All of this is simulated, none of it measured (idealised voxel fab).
The name of this process module is voxel ribs on slabs.
155 nm wide, 5 nm square cells: that's cross-section cut.
Bands, listed from the top down, are how a cross-section gets written in this document; the cross-section itself is a grid of square cells, and a band is one or more rows of them. Band entry format. Leading values: height of top, height of bottom, nm. Remainder: materials in left-to-right order, each with its width in nm. Special words: "full width" on a single material, which then fills the band edge to edge; "blank", empty space. Height is counted from the level 0, under which the received wafer is composed throughout of one material. The lowest of the bands is not closed at the bottom but continues downward, in the notation "0..down". The notation "30->40" denotes a width that varies across the rows of cells in the band, beginning at the first number in the top row, finishing at the second number in the bottom row, and changing by an identical amount from each row to the next. "changes: none" means the step left every cell of the cross-section as it was. "Fully sealed cavities" enumerates empty spaces isolated from the top, with no open way to it, that contain at least 8 cells, giving each as width x height at distance from the left edge, all three in nm. Where a step's line continues beyond its settings, the continuation is a remark by the simulator itself on that step. The optional step-line setting "overlay nm" applies to steps with a mask and quantifies how far to the right of its planned location the mask lay, a negative value indicating leftward placement.

Here's what the planned process steps look like
step 1: RECEIVE,material Si
step 2: DIRECTIONAL_DEP,material SiO2,thk nm 30
step 3: DIRECTIONAL_DEP,material polySi,thk nm 20
step 4: PATTERN,tone cover,mask id RIB,material resist,width nm 15,thk nm 15,overlay nm 0
step 5: DIRECTIONAL_ETCH,etch materials polySi,depth nm 10
step 6: STRIP,etch materials resist
step 7: DIRECTIONAL_DEP,material aC,thk nm 15
step 8: PATTERN,tone cover,mask id SLAB,material resist,width nm 75,thk nm 35,overlay nm 0
step 9: DIRECTIONAL_ETCH,etch materials aC,depth nm 15
step 10: STRIP,etch materials resist
step 11: DIRECTIONAL_ETCH,etch materials polySi,depth nm 10
step 12: STRIP,etch materials aC
step 13: FILL_DEP,material SiO2,thk nm 25
step 14: CMP,height nm 65
step 15: DIRECTIONAL_DEP,material W,thk nm 10
step 16: PATTERN,tone cover,mask id HEATER,material resist,width nm 25,thk nm 15,overlay nm 0
step 17: DIRECTIONAL_ETCH,etch materials W,depth nm 10
step 18: STRIP,etch materials resist
step 19: CONFORMAL_DEP,material SiO2,thk nm 5

Received-state cross-section, reflecting completion of step 1
- 0..down = Si full width
- Fully sealed cavities: none

Same starting wafer, same plan as above, one mistake in the execution; this is the cross-section at the end of the module
- 80..75 = blank=60; SiO2=35; blank=60
- 75..70 = blank=60; SiO2=5; W=25; SiO2=5; blank=60
- 70..65 = SiO2=65; W=25; SiO2=65
- 65..50 = SiO2 full width
- 50..30 = W full width
- 30..0 = SiO2 full width
- 0..down = Si full width
- Fully sealed cavities: none
Nonconformance to the process plan: step 3 off recipe, ran as DIRECTIONAL_DEP,material W,thk nm 20
